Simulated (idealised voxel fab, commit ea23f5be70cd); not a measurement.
Process module in this document: voxel quadruple lines
For reference, the cross-section in this document is cut, with width 265 nm and square cells of 5 nm.
Cross-section format: a grid of square cells, given as bands from top to bottom; each band is one or more rows of cells. For a band, the entry starts with two heights in nm, that of the top and then that of the bottom, and carries on with the band's materials in order from left to right, each alongside its width in nm; the word "edge to edge" beside a single material means it fills the band edge to edge, and "air" means empty space. Height datum 0, below which the as-received substrate wafer is one material. Lowest band open at the bottom, running downward: "0..down". When a width is written as two numbers, as in "30..40", the first number is the width in the top row of cells of the band and the second is the width in its bottom row, and the width changes by the same amount from each row to the next. Take "left unchanged" at face value: in the step it is given for, the cross-section changed in none of its cells. Voids not open to the top, 8 cells minimum: see "Sealed cavities". Written width x height at distance; distance is from the left edge; nm. Read whatever lies past the settings on a step's line as the simulator's own remark about the step. A step's line can hold "overlay nm"; with a mask on that step, the setting says how far right of the planned place the mask lay, while a negative setting says it lay to the left.
PLANNED STEP LIST FOR THE PROCESS
- 1: RECEIVE,material Si
- 2: CONFORMAL_DEP,material SiO2,thk nm 5
- 3: DIRECTIONAL_DEP,material TiN,thk nm 10
- 4: DIRECTIONAL_DEP,material polySi,thk nm 15
- 5: DIRECTIONAL_DEP,material aC,thk nm 25
- 6: PATTERN,tone cover,mask id MANDREL,material resist,width nm 25,pitch nm 80,thk nm 30,overlay nm 0
- 7: DIRECTIONAL_ETCH,etch materials aC,depth nm 25
- 8: STRIP,etch materials resist
- 9: CONFORMAL_DEP,material SiO2,thk nm 15
- 10: DIRECTIONAL_ETCH,etch materials SiO2,depth nm 15
- 11: STRIP,etch materials aC
- 12: DIRECTIONAL_ETCH,etch materials polySi,depth nm 15
- 13: STRIP,etch materials SiO2
- 14: CONFORMAL_DEP,material SiCN,thk nm 5
- 15: DIRECTIONAL_ETCH,etch materials SiCN,depth nm 5
- 16: STRIP,etch materials polySi
- 17: DIRECTIONAL_ETCH,etch materials TiN,depth nm 10
- 18: STRIP,etch materials SiCN
CROSS-SECTION OF THE INCOMING WAFER, STATE AFTER STEP 1
* 0..down | Si edge to edge
* Sealed cavities: none
AS-PLANNED RUN: CROSS-SECTION OF THE FIRST OF TWO WAFERS AT END OF MODULE
* 15..5 | air (60) | TiN (5) | air (15) | TiN (5) | air (15) | TiN (5) | air (15) | TiN (5) | air (15) | TiN (5) | air (15) | TiN (5) | air (15) | TiN (5) | air (15) | TiN (5) | air (60)
* 5..0 | SiO2 edge to edge
* 0..down | Si edge to edge
* Sealed cavities: none
WAFER TWO, END OF MODULE, CROSS-SECTION. SAME START, SAME PLAN AS WAFER ONE. ONE MISTAKE IN THE RUN
* 35..30 | air (60) | SiO2 (25) | air (15) | SiO2 (25) | air (15) | SiO2 (25) | air (15) | SiO2 (25) | air (60)
* 30..20 | air (60) | SiO2 (5) | polySi (15) | SiO2 (5) | air (15) | SiO2 (5) | polySi (15) | SiO2 (5) | air (15) | SiO2 (5) | polySi (15) | SiO2 (5) | air (15) | SiO2 (5) | polySi (15) | SiO2 (5) | air (60)
* 20..15 | SiO2 (65) | polySi (15) | SiO2 (25) | polySi (15) | SiO2 (25) | polySi (15) | SiO2 (25) | polySi (15) | SiO2 (65)
* 15..5 | TiN edge to edge
* 5..0 | SiO2 edge to edge
* 0..down | Si edge to edge
* Sealed cavities: none
Run error: step 14, actual vs plan mismatch, actual run CONFORMAL_DEP,material SiO2,thk nm 5
Once processing is complete, comparing cell counts shows that the second wafer has more or fewer of certain materials than the first: +77 SiO2; +90 TiN; +36 polySi
